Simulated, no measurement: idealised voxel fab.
A process module follows: voxel tone inversion.
Each square cell in cross-section cut measures 5 nm, and the section as a whole is 140 nm wide.
A cross-section is a grid of square cells, given in bands from the top down. A band is one or more rows of cells. Heights first: top, then bottom, in nm. Then materials, left to right, each with a width in nm. "edge to edge" on a single material: fills the band edge to edge. "empty": empty space. The level at which height equals 0 is the one under which the wafer, as it arrives, is entirely one material. No lower edge exists for the bottom band, which continues downward and is notated as in "0..down". Quick explanation for "30..40": the width changes in equal steps down the rows of cells, from the first number in the band's top row to the second number in its bottom row. "left unchanged" means the step left every cell of the cross-section as it was. The list in "Completely sealed voids" covers empty spaces of 8 cells or more that cannot reach the top through any open way, and it gives each as width x height at distance; the distance is from the left edge, and width, height and distance are in nm. Heads up: the bit after the settings on a step's line is the simulator's remark on that step. What "overlay nm" on a step's line means: if the step has a mask, that mask lay this far to the right of its planned place, or, when the value is negative, to the left.

**The following list gives the planned process steps**
1) RECEIVE | material Si
2) CONFORMAL_DEP | material SiCN | thk nm 5
3) DIRECTIONAL_DEP | material aC | thk nm 20
4) PATTERN | tone cover | mask id POSTS | material resist | width nm 25 | pitch nm 40 | thk nm 25 | overlay nm 0
5) DIRECTIONAL_ETCH | etch materials aC | depth nm 20
6) STRIP | etch materials resist
7) FILL_DEP | material lowk | thk nm 10
8) CMP | height nm 25
9) STRIP | etch materials aC

**Cross-section of the incoming wafer, state after step 1**
> 0..down = Si edge to edge
> Completely sealed voids: none

**First of two wafers at the end of the module, shown in cross-section; run carried out as planned**
> 25..5 = lowk 15 nm; empty 25 nm; lowk 15 nm; empty 25 nm; lowk 15 nm; empty 25 nm; lowk 20 nm
> 5..0 = SiCN edge to edge
> 0..down = Si edge to edge
> Completely sealed voids: none

**Wafer two, end of module, cross-section. Same start, same plan as wafer one. One mistake in the run**
> 25..5 = lowk 20 nm; empty 20 nm; lowk 20 nm; empty 20 nm; lowk 20 nm; empty 20 nm; lowk 20 nm
> 5..0 = SiCN edge to edge
> 0..down = Si edge to edge
> Completely sealed voids: none
Here's what went sideways: for step 4, the planned setting was not used; the step was instead run as PATTERN | tone cover | mask id POSTS | material resist | width nm 20 | pitch nm 40 | thk nm 25 | overlay nm 0
FYI, end of process, the second wafer has more or fewer cells of some materials than the first: +12 lowk
